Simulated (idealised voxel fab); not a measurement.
process module | voxel capacitor over wiring
cross-section cut | 255 nm wide | cells 5 nm
A cross-section is a grid of square cells, given in bands from the top down. A band is one or more rows of cells.
Each band's line starts with the height of the band's top and of its bottom, in nm. Then come its materials from left to right, each with its width in nm. One material with "throughout" fills the band from edge to edge. "air" is empty space.
Height 0 is the level under which the wafer as received is all one material. The lowest band goes on downwards, as in "0 down".
A width such as "30 to 40" changes by the same amount from each row of cells to the next, from the band's top row to its bottom row.
"no change" after a step means that no cell of the cross-section changed.
closed voids: empty space of 8 cells or more with no open way to the top, each as width x height at its distance from the left edge, in nm
after a step's settings: what the simulator itself notes on the step
overlay nm, on a step with a mask: how far to the right of its planned place the mask lay; to the left if negative
plan
1 op RECEIVE | material Si
2 op CONFORMAL_DEP | material SiO2 | thk nm 15
3 op CONFORMAL_DEP | material SiN | thk nm 5
4 op DIRECTIONAL_DEP | material lowk | thk nm 25
5 op DIRECTIONAL_DEP | material aC | thk nm 10
6 op PATTERN | tone open | mask id METAL_1 | material resist | width nm 25 | pitch nm 95 | thk nm 25 | overlay nm 0
7 op DIRECTIONAL_ETCH | etch materials aC | depth nm 10
8 op STRIP | etch materials resist
9 op DIRECTIONAL_ETCH | etch materials lowk | depth nm 25
10 op DIRECTIONAL_ETCH | etch materials SiN | depth nm 5
11 op STRIP | etch materials aC
12 op CONFORMAL_DEP | material TiN | thk nm 5
13 op FILL_DEP | material Cu | thk nm 10
14 op CMP | height nm 45
15 op CONFORMAL_DEP | material SiCN | thk nm 5
16 op DIRECTIONAL_DEP | material SiO2 | thk nm 10
17 op PATTERN | tone open | mask id PLUG_1 | material resist | width nm 15 | thk nm 15 | overlay nm 0
18 op DIRECTIONAL_ETCH | etch materials SiO2 | depth nm 10
19 op DIRECTIONAL_ETCH | etch materials SiCN | depth nm 5
20 op STRIP | etch materials resist
21 op CONFORMAL_DEP | material TiN | thk nm 5
22 op FILL_DEP | material W | thk nm 10
23 op CMP | height nm 60
24 op DIRECTIONAL_DEP | material TiN | thk nm 10
25 op DIRECTIONAL_DEP | material SiN | thk nm 5
26 op DIRECTIONAL_DEP | material TiN | thk nm 10
27 op DIRECTIONAL_DEP | material aC | thk nm 10
28 op PATTERN | tone cover | mask id UPPER_PLATE | material resist | width nm 75 | thk nm 25 | overlay nm 0
29 op DIRECTIONAL_ETCH | etch materials aC | depth nm 10
30 op STRIP | etch materials resist
31 op DIRECTIONAL_ETCH | etch materials TiN | depth nm 10
32 op DIRECTIONAL_ETCH | etch materials SiN | depth nm 5
33 op STRIP | etch materials aC
34 op DIRECTIONAL_DEP | material aC | thk nm 15
35 op PATTERN | tone cover | mask id LOWER_PLATE | material resist | width nm 85 | thk nm 30 | overlay nm 0
36 op DIRECTIONAL_ETCH | etch materials aC | depth nm 15
37 op STRIP | etch materials resist
38 op DIRECTIONAL_ETCH | etch materials TiN | depth nm 10
39 op STRIP | etch materials aC
40 op FILL_DEP | material SiO2 | thk nm 15
41 op CMP | height nm 95
42 op DIRECTIONAL_DEP | material aC | thk nm 10
43 op PATTERN | tone open | mask id PLUG_2 | material resist | width nm 15 | thk nm 25 | overlay nm 0
44 op DIRECTIONAL_ETCH | etch materials aC | depth nm 10
45 op STRIP | etch materials resist
46 op DIRECTIONAL_ETCH | etch materials SiO2 | depth nm 10
47 op STRIP | etch materials aC
48 op CONFORMAL_DEP | material TiN | thk nm 5
49 op FILL_DEP | material Cu | thk nm 5
50 op CMP | height nm 95
51 op CONFORMAL_DEP | material SiN | thk nm 5
as received, after step 1
  0 down: Si throughout
  closed voids: none
a wafer at the end: this start, this plan, one mistake
  100 to 95: SiN throughout
  95 to 90: SiO2 85 | TiN 5 | Cu 5 | TiN 5 | SiO2 155
  90 to 85: SiO2 85 | TiN 15 | SiO2 155
  85 to 75: SiO2 75 | TiN 75 | SiO2 105
  75 to 70: SiO2 75 | SiN 75 | SiO2 105
  70 to 60: SiO2 70 | TiN 85 | SiO2 100
  60 to 50: SiO2 75 | TiN 5 | W 5 | TiN 5 | SiO2 165
  50 to 45: SiCN 75 | TiN 15 | SiCN 165
  45 to 35: lowk 65 | TiN 5 | Cu 15 | TiN 5 | lowk 70 | TiN 5 | Cu 15 | TiN 5 | lowk 70
  35 to 30: SiN 65 | TiN 25 | SiN 70 | TiN 25 | SiN 70
  30 to 0: SiO2 throughout
  0 down: Si throughout
  closed voids: none
what went wrong: step 2 was run twice
